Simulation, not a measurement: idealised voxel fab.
process module | voxel capacitor over wiring
cross-section cut | 265 nm wide | cells 5 nm
A cross-section is a grid of square cells, given in bands from the top down. A band is one or more rows of cells.
Each band's line starts with the height of the band's top and of its bottom, in nm. Then come its materials from left to right, each with its width in nm. One material with "throughout" fills the band from edge to edge. "air" is empty space.
Height 0 is the level under which the wafer as received is all one material. The lowest band goes on downwards, as in "0 down".
A width such as "30 to 40" changes by the same amount from each row of cells to the next, from the band's top row to its bottom row.
"no change" after a step means that no cell of the cross-section changed.
closed voids: empty space of 8 cells or more with no open way to the top, each as width x height at its distance from the left edge, in nm
after a step's settings: what the simulator itself notes on the step
overlay nm, on a step with a mask: how far to the right of its planned place the mask lay; to the left if negative
plan
1 op RECEIVE | material Si
2 op CONFORMAL_DEP | material SiO2 | thk nm 15
3 op CONFORMAL_DEP | material SiCN | thk nm 5
4 op DIRECTIONAL_DEP | material lowk | thk nm 20
5 op DIRECTIONAL_DEP | material aC | thk nm 10
6 op PATTERN | tone open | mask id METAL_1 | material resist | width nm 30 | pitch nm 80 | thk nm 25 | overlay nm 0
7 op DIRECTIONAL_ETCH | etch materials aC | depth nm 10
8 op STRIP | etch materials resist
9 op DIRECTIONAL_ETCH | etch materials lowk | depth nm 20
10 op DIRECTIONAL_ETCH | etch materials SiCN | depth nm 5
11 op STRIP | etch materials aC
12 op CONFORMAL_DEP | material TiN | thk nm 5
13 op FILL_DEP | material Ru | thk nm 10
14 op CMP | height nm 40
15 op EPI | material Ru | thk nm 5
16 op FILL_DEP | material SiCN | thk nm 5
17 op DIRECTIONAL_DEP | material SiO2 | thk nm 20
18 op DIRECTIONAL_DEP | material aC | thk nm 10
19 op PATTERN | tone open | mask id PLUG_1 | material resist | width nm 15 | thk nm 25 | overlay nm 0
20 op DIRECTIONAL_ETCH | etch materials aC | depth nm 10
21 op STRIP | etch materials resist
22 op DIRECTIONAL_ETCH | etch materials SiO2 | depth nm 20
23 op DIRECTIONAL_ETCH | etch materials SiCN | depth nm 5
24 op STRIP | etch materials aC
25 op CONFORMAL_DEP | material TiN | thk nm 5
26 op FILL_DEP | material Cu | thk nm 5
27 op CMP | height nm 70
28 op DIRECTIONAL_DEP | material TiN | thk nm 5
29 op DIRECTIONAL_DEP | material SiN | thk nm 5
30 op DIRECTIONAL_DEP | material TiN | thk nm 5
31 op DIRECTIONAL_DEP | material aC | thk nm 15
32 op PATTERN | tone cover | mask id UPPER_PLATE | material resist | width nm 55 | thk nm 30 | overlay nm 0
33 op DIRECTIONAL_ETCH | etch materials aC | depth nm 15
34 op STRIP | etch materials resist
35 op DIRECTIONAL_ETCH | etch materials TiN | depth nm 5
36 op DIRECTIONAL_ETCH | etch materials SiN | depth nm 5
37 op STRIP | etch materials aC
38 op MASKED_ETCH | tone cover | mask id LOWER_PLATE | width nm 65 | etch materials TiN | depth nm 5 | overlay nm 0
39 op FILL_DEP | material SiO2 | thk nm 15
40 op CMP | height nm 95
41 op MASKED_ETCH | tone open | mask id PLUG_2 | width nm 15 | etch materials SiO2 | depth nm 10 | overlay nm 0
42 op CONFORMAL_DEP | material TiN | thk nm 5
43 op FILL_DEP | material Cu | thk nm 5
44 op CMP | height nm 95
45 op CONFORMAL_DEP | material SiCN | thk nm 5
first wafer, as planned
as received, after step 1
  0 down: Si throughout
  closed voids: none
after step 2
  15 to 0: SiO2 throughout
  below 0: unchanged
after step 3
  20 to 15: SiCN throughout
  below 15: unchanged
after step 4
  40 to 20: lowk throughout
  below 20: unchanged
after step 5
  50 to 40: aC throughout
  below 40: unchanged
after step 6
  75 to 50: resist 75 | air 30 | resist 50 | air 30 | resist 80
  below 50: unchanged
after step 7
  65 to 50: resist 75 | air 30 | resist 50 | air 30 | resist 80
  50 to 40: aC 75 | air 30 | aC 50 | air 30 | aC 80
  below 40: unchanged
after step 8
  50 to 40: aC 75 | air 30 | aC 50 | air 30 | aC 80
  below 40: unchanged
after step 9
  50 to 40: aC 75 | air 30 | aC 50 | air 30 | aC 80
  40 to 20: lowk 75 | air 30 | lowk 50 | air 30 | lowk 80
  below 20: unchanged
after step 10
  50 to 40: aC 75 | air 30 | aC 50 | air 30 | aC 80
  40 to 20: lowk 75 | air 30 | lowk 50 | air 30 | lowk 80
  20 to 15: SiCN 75 | air 30 | SiCN 50 | air 30 | SiCN 80
  below 15: unchanged
after step 11
  40 to 20: lowk 75 | air 30 | lowk 50 | air 30 | lowk 80
  below 20: unchanged
after step 12
  45 to 40: TiN 80 | air 20 | TiN 60 | air 20 | TiN 85
  40 to 20: lowk 75 | TiN 5 | air 20 | TiN 5 | lowk 50 | TiN 5 | air 20 | TiN 5 | lowk 80
  20 to 15: SiCN 75 | TiN 30 | SiCN 50 | TiN 30 | SiCN 80
  below 15: unchanged
after step 13
  55 to 45: Ru throughout
  45 to 40: TiN 80 | Ru 20 | TiN 60 | Ru 20 | TiN 85
  40 to 20: lowk 75 | TiN 5 | Ru 20 | TiN 5 | lowk 50 | TiN 5 | Ru 20 | TiN 5 | lowk 80
  below 20: unchanged
after step 14
  40 to 20: lowk 75 | TiN 5 | Ru 20 | TiN 5 | lowk 50 | TiN 5 | Ru 20 | TiN 5 | lowk 80
  below 20: unchanged
after step 15
  45 to 40: air 70 | Ru 40 | air 40 | Ru 40 | air 75
  below 40: unchanged
after step 16
  50 to 45: SiCN throughout
  45 to 40: SiCN 70 | Ru 40 | SiCN 40 | Ru 40 | SiCN 75
  below 40: unchanged
after step 17
  70 to 50: SiO2 throughout
  below 50: unchanged
after step 18
  80 to 70: aC throughout
  below 70: unchanged
after step 19
  105 to 80: resist 90 | air 15 | resist 160
  below 80: unchanged
after step 20
  95 to 80: resist 90 | air 15 | resist 160
  80 to 70: aC 90 | air 15 | aC 160
  below 70: unchanged
after step 21
  80 to 70: aC 90 | air 15 | aC 160
  below 70: unchanged
after step 22
  80 to 70: aC 90 | air 15 | aC 160
  70 to 50: SiO2 90 | air 15 | SiO2 160
  below 50: unchanged
after step 23
  80 to 70: aC 90 | air 15 | aC 160
  70 to 50: SiO2 90 | air 15 | SiO2 160
  50 to 45: SiCN 90 | air 15 | SiCN 160
  below 45: unchanged
after step 24
  70 to 50: SiO2 90 | air 15 | SiO2 160
  below 50: unchanged
after step 25
  75 to 70: TiN 95 | air 5 | TiN 165
  70 to 50: SiO2 90 | TiN 5 | air 5 | TiN 5 | SiO2 160
  50 to 45: SiCN 90 | TiN 15 | SiCN 160
  below 45: unchanged
after step 26
  80 to 75: Cu throughout
  75 to 70: TiN 95 | Cu 5 | TiN 165
  70 to 50: SiO2 90 | TiN 5 | Cu 5 | TiN 5 | SiO2 160
  below 50: unchanged
after step 27
  70 to 50: SiO2 90 | TiN 5 | Cu 5 | TiN 5 | SiO2 160
  below 50: unchanged
after step 28
  75 to 70: TiN throughout
  below 70: unchanged
after step 29
  80 to 75: SiN throughout
  below 75: unchanged
after step 30
  85 to 80: TiN throughout
  below 80: unchanged
after step 31
  100 to 85: aC throughout
  below 85: unchanged
after step 32
  130 to 100: air 90 | resist 55 | air 120
  below 100: unchanged
after step 33
  115 to 100: air 90 | resist 55 | air 120
  100 to 85: air 90 | aC 55 | air 120
  below 85: unchanged
after step 34
  100 to 85: air 90 | aC 55 | air 120
  below 85: unchanged
after step 35
  100 to 85: air 90 | aC 55 | air 120
  85 to 80: air 90 | TiN 55 | air 120
  below 80: unchanged
after step 36
  100 to 85: air 90 | aC 55 | air 120
  85 to 80: air 90 | TiN 55 | air 120
  80 to 75: air 90 | SiN 55 | air 120
  below 75: unchanged
after step 37
  85 to 80: air 90 | TiN 55 | air 120
  below 80: unchanged
after step 38
  85 to 80: air 90 | TiN 55 | air 120
  80 to 75: air 90 | SiN 55 | air 120
  75 to 70: air 85 | TiN 65 | air 115
  below 70: unchanged
after step 39
  100 to 85: SiO2 throughout
  85 to 80: SiO2 90 | TiN 55 | SiO2 120
  80 to 75: SiO2 90 | SiN 55 | SiO2 120
  75 to 70: SiO2 85 | TiN 65 | SiO2 115
  below 70: unchanged
after step 40
  95 to 85: SiO2 throughout
  below 85: unchanged
after step 41
  95 to 85: SiO2 100 | air 15 | SiO2 150
  below 85: unchanged
after step 42
  100 to 95: TiN 105 | air 5 | TiN 155
  95 to 90: SiO2 100 | TiN 5 | air 5 | TiN 5 | SiO2 150
  90 to 80: SiO2 100 to 90 | TiN 15 to 55 | SiO2 150 to 120
  below 80: unchanged
after step 43
  105 to 100: Cu throughout
  100 to 95: TiN 105 | Cu 5 | TiN 155
  95 to 90: SiO2 100 | TiN 5 | Cu 5 | TiN 5 | SiO2 150
  below 90: unchanged
after step 44
  95 to 90: SiO2 100 | TiN 5 | Cu 5 | TiN 5 | SiO2 150
  below 90: unchanged
after step 45
  100 to 95: SiCN throughout
  below 95: unchanged
second wafer: like start, like plan, one mistake. Through step 1 it matches the first wafer
when step 2 should have ended
  30 to 0: SiO2 throughout
  below 0: unchanged
when step 3 should have ended
  35 to 30: SiCN throughout
  below 30: unchanged
when step 4 should have ended
  55 to 35: lowk throughout
  below 35: unchanged
when step 5 should have ended
  65 to 55: aC throughout
  below 55: unchanged
when step 6 should have ended
  90 to 65: resist 75 | air 30 | resist 50 | air 30 | resist 80
  below 65: unchanged
when step 7 should have ended
  80 to 65: resist 75 | air 30 | resist 50 | air 30 | resist 80
  65 to 55: aC 75 | air 30 | aC 50 | air 30 | aC 80
  below 55: unchanged
when step 8 should have ended
  65 to 55: aC 75 | air 30 | aC 50 | air 30 | aC 80
  below 55: unchanged
when step 9 should have ended
  65 to 55: aC 75 | air 30 | aC 50 | air 30 | aC 80
  55 to 35: lowk 75 | air 30 | lowk 50 | air 30 | lowk 80
  below 35: unchanged
when step 10 should have ended
  65 to 55: aC 75 | air 30 | aC 50 | air 30 | aC 80
  55 to 35: lowk 75 | air 30 | lowk 50 | air 30 | lowk 80
  35 to 30: SiCN 75 | air 30 | SiCN 50 | air 30 | SiCN 80
  below 30: unchanged
when step 11 should have ended
  55 to 35: lowk 75 | air 30 | lowk 50 | air 30 | lowk 80
  below 35: unchanged
when step 12 should have ended
  60 to 55: TiN 80 | air 20 | TiN 60 | air 20 | TiN 85
  55 to 35: lowk 75 | TiN 5 | air 20 | TiN 5 | lowk 50 | TiN 5 | air 20 | TiN 5 | lowk 80
  35 to 30: SiCN 75 | TiN 30 | SiCN 50 | TiN 30 | SiCN 80
  below 30: unchanged
when step 13 should have ended
  70 to 60: Ru throughout
  60 to 55: TiN 80 | Ru 20 | TiN 60 | Ru 20 | TiN 85
  55 to 35: lowk 75 | TiN 5 | Ru 20 | TiN 5 | lowk 50 | TiN 5 | Ru 20 | TiN 5 | lowk 80
  below 35: unchanged
when step 14 should have ended
  40 to 35: lowk 75 | TiN 5 | Ru 20 | TiN 5 | lowk 50 | TiN 5 | Ru 20 | TiN 5 | lowk 80
  below 35: unchanged
when step 15 should have ended
  45 to 40: air 70 | Ru 40 | air 40 | Ru 40 | air 75
  below 40: unchanged
when step 16 should have ended
  50 to 45: SiCN throughout
  45 to 40: SiCN 70 | Ru 40 | SiCN 40 | Ru 40 | SiCN 75
  below 40: unchanged
when step 17 should have ended
  70 to 50: SiO2 throughout
  below 50: unchanged
when step 18 should have ended
  80 to 70: aC throughout
  below 70: unchanged
when step 19 should have ended
  105 to 80: resist 90 | air 15 | resist 160
  below 80: unchanged
when step 20 should have ended
  95 to 80: resist 90 | air 15 | resist 160
  80 to 70: aC 90 | air 15 | aC 160
  below 70: unchanged
when step 21 should have ended
  80 to 70: aC 90 | air 15 | aC 160
  below 70: unchanged
when step 22 should have ended
  80 to 70: aC 90 | air 15 | aC 160
  70 to 50: SiO2 90 | air 15 | SiO2 160
  below 50: unchanged
when step 23 should have ended
  80 to 70: aC 90 | air 15 | aC 160
  70 to 50: SiO2 90 | air 15 | SiO2 160
  50 to 45: SiCN 90 | air 15 | SiCN 160
  below 45: unchanged
when step 24 should have ended
  70 to 50: SiO2 90 | air 15 | SiO2 160
  below 50: unchanged
when step 25 should have ended
  75 to 70: TiN 95 | air 5 | TiN 165
  70 to 50: SiO2 90 | TiN 5 | air 5 | TiN 5 | SiO2 160
  50 to 45: SiCN 90 | TiN 15 | SiCN 160
  below 45: unchanged
when step 26 should have ended
  80 to 75: Cu throughout
  75 to 70: TiN 95 | Cu 5 | TiN 165
  70 to 50: SiO2 90 | TiN 5 | Cu 5 | TiN 5 | SiO2 160
  below 50: unchanged
when step 27 should have ended
  70 to 50: SiO2 90 | TiN 5 | Cu 5 | TiN 5 | SiO2 160
  below 50: unchanged
when step 28 should have ended
  75 to 70: TiN throughout
  below 70: unchanged
when step 29 should have ended
  80 to 75: SiN throughout
  below 75: unchanged
when step 30 should have ended
  85 to 80: TiN throughout
  below 80: unchanged
when step 31 should have ended
  100 to 85: aC throughout
  below 85: unchanged
when step 32 should have ended
  130 to 100: air 90 | resist 55 | air 120
  below 100: unchanged
when step 33 should have ended
  115 to 100: air 90 | resist 55 | air 120
  100 to 85: air 90 | aC 55 | air 120
  below 85: unchanged
when step 34 should have ended
  100 to 85: air 90 | aC 55 | air 120
  below 85: unchanged
when step 35 should have ended
  100 to 85: air 90 | aC 55 | air 120
  85 to 80: air 90 | TiN 55 | air 120
  below 80: unchanged
when step 36 should have ended
  100 to 85: air 90 | aC 55 | air 120
  85 to 80: air 90 | TiN 55 | air 120
  80 to 75: air 90 | SiN 55 | air 120
  below 75: unchanged
when step 37 should have ended
  85 to 80: air 90 | TiN 55 | air 120
  below 80: unchanged
when step 38 should have ended
  85 to 80: air 90 | TiN 55 | air 120
  80 to 75: air 90 | SiN 55 | air 120
  75 to 70: air 85 | TiN 65 | air 115
  below 70: unchanged
when step 39 should have ended
  100 to 85: SiO2 throughout
  85 to 80: SiO2 90 | TiN 55 | SiO2 120
  80 to 75: SiO2 90 | SiN 55 | SiO2 120
  75 to 70: SiO2 85 | TiN 65 | SiO2 115
  below 70: unchanged
when step 40 should have ended
  95 to 85: SiO2 throughout
  below 85: unchanged
when step 41 should have ended
  95 to 85: SiO2 100 | air 15 | SiO2 150
  below 85: unchanged
when step 42 should have ended
  100 to 95: TiN 105 | air 5 | TiN 155
  95 to 90: SiO2 100 | TiN 5 | air 5 | TiN 5 | SiO2 150
  90 to 80: SiO2 100 to 90 | TiN 15 to 55 | SiO2 150 to 120
  below 80: unchanged
when step 43 should have ended
  105 to 100: Cu throughout
  100 to 95: TiN 105 | Cu 5 | TiN 155
  95 to 90: SiO2 100 | TiN 5 | Cu 5 | TiN 5 | SiO2 150
  below 90: unchanged
when step 44 should have ended
  95 to 90: SiO2 100 | TiN 5 | Cu 5 | TiN 5 | SiO2 150
  below 90: unchanged
when step 45 should have ended
  100 to 95: SiCN throughout
  below 95: unchanged
what went wrong: step 2 was run twice
at the end the second wafer has, in cells: 24 fewer of Ru | 159 more of SiO2 | 12 fewer of TiN | 123 fewer of lowk
